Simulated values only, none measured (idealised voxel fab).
The following process module bears the name voxel wiring stack.
Section cut is 245 nm wide and gridded with 5 nm square cells.
Cross-section layout: square cells on a grid; listed as bands, top to bottom; a band spans one or more cell rows. Per band: top height and bottom height in nm, followed by the left-to-right materials and their widths in nm; "edge to edge" marks a single material spanning edge to edge, "air" marks empty space. Height datum 0, below which the as-received substrate wafer is one material. Lowest band open at the bottom, running downward: "top 0, no bottom". It should be noted that a width expressed as "30..40" varies in equal increments from row to row of cells within the band, taking the value of the first number at the top row and that of the second number at the bottom row. When a step is marked "no alteration", none of the cells in the cross-section changed during that step. Empty spaces without an open route to the top, at least 8 cells in extent, make up the entry "Closed-off voids"; each is given as width x height at distance, where the distance is measured from the left edge, and all are in nm. Note: text after step settings on the step line = simulator remark on that step. When a step includes a mask, the "overlay nm" setting on its line states how far to the right of its planned place that mask lay, and negative values state how far to the left.
**These are the steps we planned for the process**
1: op RECEIVE | material Si
2: op CONFORMAL_DEP | material SiO2 | thk nm 10
3: op CONFORMAL_DEP | material SiCN | thk nm 5
4: op DIRECTIONAL_DEP | material lowk | thk nm 20
5: op PATTERN | tone open | mask id METAL_1 | material resist | width nm 25 | pitch nm 55 | thk nm 20 | overlay nm 0
6: op DIRECTIONAL_ETCH | etch materials lowk | depth nm 20
7: op DIRECTIONAL_ETCH | etch materials SiCN | depth nm 5
8: op STRIP | etch materials resist
9: op CONFORMAL_DEP | material TiN | thk nm 5
10: op FILL_DEP | material W | thk nm 10
11: op CMP | height nm 35
12: op CONFORMAL_DEP | material SiCN | thk nm 5
13: op DIRECTIONAL_DEP | material lowk | thk nm 35
14: op PATTERN | tone open | mask id METAL_2 | material resist | width nm 25 | pitch nm 55 | thk nm 15 | overlay nm 0
15: op DIRECTIONAL_ETCH | etch materials lowk | depth nm 20
16: op STRIP | etch materials resist
17: op PATTERN | tone open | mask id METAL_2_HOLES | material resist | width nm 15 | pitch nm 110 | thk nm 20 | overlay nm 0
18: op DIRECTIONAL_ETCH | etch materials lowk | depth nm 15
19: op DIRECTIONAL_ETCH | etch materials SiCN | depth nm 5
20: op STRIP | etch materials resist
21: op CONFORMAL_DEP | material TiN | thk nm 5
22: op FILL_DEP | material Cu | thk nm 5
23: op CMP | height nm 75
24: op CONFORMAL_DEP | material SiN | thk nm 5
**As-received state of the wafer in cross-section, equivalent to post-step 1**
	top 0, no bottom: Si edge to edge
	Closed-off voids: none
**Cross-section taken at module completion on the first of two wafers; processed per the plan**
	top 80, bottom 75: SiN edge to edge
	top 75, bottom 60: 25 of lowk / 5 of TiN / 15 of Cu / 5 of TiN / 30 of lowk / 5 of TiN / 15 of Cu / 5 of TiN / 30 of lowk / 5 of TiN / 15 of Cu / 5 of TiN / 30 of lowk / 5 of TiN / 15 of Cu / 5 of TiN / 30 of lowk
	top 60, bottom 55: 25 of lowk / 5 of TiN / 5 of Cu / 15 of TiN / 30 of lowk / 25 of TiN / 30 of lowk / 5 of TiN / 5 of Cu / 15 of TiN / 30 of lowk / 25 of TiN / 30 of lowk
	top 55, bottom 40: 25 of lowk / 5 of TiN / 5 of Cu / 5 of TiN / 95 of lowk / 5 of TiN / 5 of Cu / 5 of TiN / 95 of lowk
	top 40, bottom 35: 25 of SiCN / 15 of TiN / 95 of SiCN / 15 of TiN / 95 of SiCN
	top 35, bottom 15: 25 of lowk / 5 of TiN / 15 of W / 5 of TiN / 30 of lowk / 5 of TiN / 15 of W / 5 of TiN / 30 of lowk / 5 of TiN / 15 of W / 5 of TiN / 30 of lowk / 5 of TiN / 15 of W / 5 of TiN / 30 of lowk
	top 15, bottom 10: 25 of SiCN / 25 of TiN / 30 of SiCN / 25 of TiN / 30 of SiCN / 25 of TiN / 30 of SiCN / 25 of TiN / 30 of SiCN
	top 10, bottom 0: SiO2 edge to edge
	top 0, no bottom: Si edge to edge
	Closed-off voids: none
**Here's the second of our two wafers sectioned at module end. Same start as the first, same plan, but one mistake got made running it**
	top 80, bottom 75: SiN edge to edge
	top 75, bottom 70: 30 of TiN / 15 of Cu / 40 of TiN / 15 of Cu / 40 of TiN / 15 of Cu / 40 of TiN / 15 of Cu / 35 of TiN
	top 70, bottom 55: 25 of lowk / 5 of TiN / 15 of Cu / 5 of TiN / 30 of lowk / 5 of TiN / 15 of Cu / 5 of TiN / 30 of lowk / 5 of TiN / 15 of Cu / 5 of TiN / 30 of lowk / 5 of TiN / 15 of Cu / 5 of TiN / 30 of lowk
	top 55, bottom 50: 25 of lowk / 5 of TiN / 5 of Cu / 15 of TiN / 30 of lowk / 25 of TiN / 30 of lowk / 5 of TiN / 5 of Cu / 15 of TiN / 30 of lowk / 25 of TiN / 30 of lowk
	top 50, bottom 35: 25 of lowk / 5 of TiN / 5 of Cu / 5 of TiN / 95 of lowk / 5 of TiN / 5 of Cu / 5 of TiN / 95 of lowk
	top 35, bottom 30: 25 of SiCN / 15 of TiN / 95 of SiCN / 15 of TiN / 95 of SiCN
	top 30, bottom 15: 25 of lowk / 5 of TiN / 15 of W / 5 of TiN / 30 of lowk / 5 of TiN / 15 of W / 5 of TiN / 30 of lowk / 5 of TiN / 15 of W / 5 of TiN / 30 of lowk / 5 of TiN / 15 of W / 5 of TiN / 30 of lowk
	top 15, bottom 10: 25 of SiCN / 25 of TiN / 30 of SiCN / 25 of TiN / 30 of SiCN / 25 of TiN / 30 of SiCN / 25 of TiN / 30 of SiCN
	top 10, bottom 0: SiO2 edge to edge
	top 0, no bottom: Si edge to edge
	Closed-off voids: none
Run error: it should be noted that step 11 was executed with settings other than those planned, the operation and settings actually applied being op CMP | height nm 30
The second wafer ends with more or fewer cells of some materials than the first, per final count: Cu: 12 more, TiN: 29 more, W: 12 fewer, lowk: 29 fewer
